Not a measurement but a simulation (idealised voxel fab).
process module | voxel fin reveal
cross-section cut | 205 nm wide | cells 5 nm
A cross-section is a grid of square cells, given in bands from the top down. A band is one or more rows of cells.
Each band's line starts with the height of the band's top and of its bottom, in nm. Then come its materials from left to right, each with its width in nm. One material with "throughout" fills the band from edge to edge. "air" is empty space.
Height 0 is the level under which the wafer as received is all one material. The lowest band goes on downwards, as in "0 down".
A width such as "30 to 40" changes by the same amount from each row of cells to the next, from the band's top row to its bottom row.
"no change" after a step means that no cell of the cross-section changed.
closed voids: empty space of 8 cells or more with no open way to the top, each as width x height at its distance from the left edge, in nm
after a step's settings: what the simulator itself notes on the step
overlay nm, on a step with a mask: how far to the right of its planned place the mask lay; to the left if negative
plan
1 op RECEIVE | material Si
2 op CONFORMAL_DEP | material SiN | thk nm 5
3 op DIRECTIONAL_DEP | material aC | thk nm 10
4 op PATTERN | tone cover | mask id FINS | material resist | width nm 15 | pitch nm 45 | thk nm 30 | overlay nm 0
5 op DIRECTIONAL_ETCH | etch materials aC | depth nm 10
6 op STRIP | etch materials resist
7 op DIRECTIONAL_ETCH | etch materials SiN | depth nm 5
8 op DIRECTIONAL_ETCH | etch materials Si | depth nm 35
9 op STRIP | etch materials aC
10 op FILL_DEP | material SiO2 | thk nm 15
11 op CMP | height nm 5
12 op SELECTIVE_ETCH | etch materials SiO2 | depth nm 15
13 op STRIP | etch materials SiN
14 op CONFORMAL_DEP | material HfO2 | thk nm 5
first wafer, as planned
as received, after step 1
  0 down: Si throughout
  closed voids: none
after step 2
  5 to 0: SiN throughout
  below 0: unchanged
after step 3
  15 to 5: aC throughout
  below 5: unchanged
after step 4
  45 to 15: air 50 | resist 15 | air 30 | resist 15 | air 30 | resist 15 | air 50
  below 15: unchanged
after step 5
  35 to 15: air 50 | resist 15 | air 30 | resist 15 | air 30 | resist 15 | air 50
  15 to 5: air 50 | aC 15 | air 30 | aC 15 | air 30 | aC 15 | air 50
  below 5: unchanged
after step 6
  15 to 5: air 50 | aC 15 | air 30 | aC 15 | air 30 | aC 15 | air 50
  below 5: unchanged
after step 7
  15 to 5: air 50 | aC 15 | air 30 | aC 15 | air 30 | aC 15 | air 50
  5 to 0: air 50 | SiN 15 | air 30 | SiN 15 | air 30 | SiN 15 | air 50
  below 0: unchanged
after step 8
  15 to 5: air 50 | aC 15 | air 30 | aC 15 | air 30 | aC 15 | air 50
  5 to 0: air 50 | SiN 15 | air 30 | SiN 15 | air 30 | SiN 15 | air 50
  0 to -35: air 50 | Si 15 | air 30 | Si 15 | air 30 | Si 15 | air 50
  below -35: unchanged
after step 9
  5 to 0: air 50 | SiN 15 | air 30 | SiN 15 | air 30 | SiN 15 | air 50
  below 0: unchanged
after step 10
  20 to 5: SiO2 throughout
  5 to 0: SiO2 50 | SiN 15 | SiO2 30 | SiN 15 | SiO2 30 | SiN 15 | SiO2 50
  0 to -35: SiO2 50 | Si 15 | SiO2 30 | Si 15 | SiO2 30 | Si 15 | SiO2 50
  below -35: unchanged
after step 11
  5 to 0: SiO2 50 | SiN 15 | SiO2 30 | SiN 15 | SiO2 30 | SiN 15 | SiO2 50
  below 0: unchanged
after step 12
  5 to 0: air 50 | SiN 15 | air 30 | SiN 15 | air 30 | SiN 15 | air 50
  0 to -10: air 50 | Si 15 | air 30 | Si 15 | air 30 | Si 15 | air 50
  below -10: unchanged
after step 13
  0 to -10: air 50 | Si 15 | air 30 | Si 15 | air 30 | Si 15 | air 50
  below -10: unchanged
after step 14
  5 to 0: air 45 | HfO2 25 | air 20 | HfO2 25 | air 20 | HfO2 25 | air 45
  0 to -5: air 45 | HfO2 5 | Si 15 | HfO2 5 | air 20 | HfO2 5 | Si 15 | HfO2 5 | air 20 | HfO2 5 | Si 15 | HfO2 5 | air 45
  -5 to -10: HfO2 50 | Si 15 | HfO2 30 | Si 15 | HfO2 30 | Si 15 | HfO2 50
  below -10: unchanged
second wafer: like start, like plan, one mistake. Through step 7 it matches the first wafer
when step 8 should have ended
  15 to 5: air 50 | aC 15 | air 30 | aC 15 | air 30 | aC 15 | air 50
  5 to 0: air 50 | SiN 15 | air 30 | SiN 15 | air 30 | SiN 15 | air 50
  0 to -45: air 50 | Si 15 | air 30 | Si 15 | air 30 | Si 15 | air 50
  below -45: unchanged
when step 9 should have ended
  5 to 0: air 50 | SiN 15 | air 30 | SiN 15 | air 30 | SiN 15 | air 50
  below 0: unchanged
when step 10 should have ended
  20 to 5: SiO2 throughout
  5 to 0: SiO2 50 | SiN 15 | SiO2 30 | SiN 15 | SiO2 30 | SiN 15 | SiO2 50
  0 to -45: SiO2 50 | Si 15 | SiO2 30 | Si 15 | SiO2 30 | Si 15 | SiO2 50
  below -45: unchanged
when step 11 should have ended
  5 to 0: SiO2 50 | SiN 15 | SiO2 30 | SiN 15 | SiO2 30 | SiN 15 | SiO2 50
  below 0: unchanged
when step 12 should have ended
  5 to 0: air 50 | SiN 15 | air 30 | SiN 15 | air 30 | SiN 15 | air 50
  0 to -10: air 50 | Si 15 | air 30 | Si 15 | air 30 | Si 15 | air 50
  below -10: unchanged
when step 13 should have ended
  0 to -10: air 50 | Si 15 | air 30 | Si 15 | air 30 | Si 15 | air 50
  below -10: unchanged
when step 14 should have ended
  5 to 0: air 45 | HfO2 25 | air 20 | HfO2 25 | air 20 | HfO2 25 | air 45
  0 to -5: air 45 | HfO2 5 | Si 15 | HfO2 5 | air 20 | HfO2 5 | Si 15 | HfO2 5 | air 20 | HfO2 5 | Si 15 | HfO2 5 | air 45
  -5 to -10: HfO2 50 | Si 15 | HfO2 30 | Si 15 | HfO2 30 | Si 15 | HfO2 50
  below -10: unchanged
what went wrong: step 8 ran as: op DIRECTIONAL_ETCH | etch materials Si | depth nm 45
at the end the second wafer has, in cells: 64 fewer of Si | 64 more of SiO2
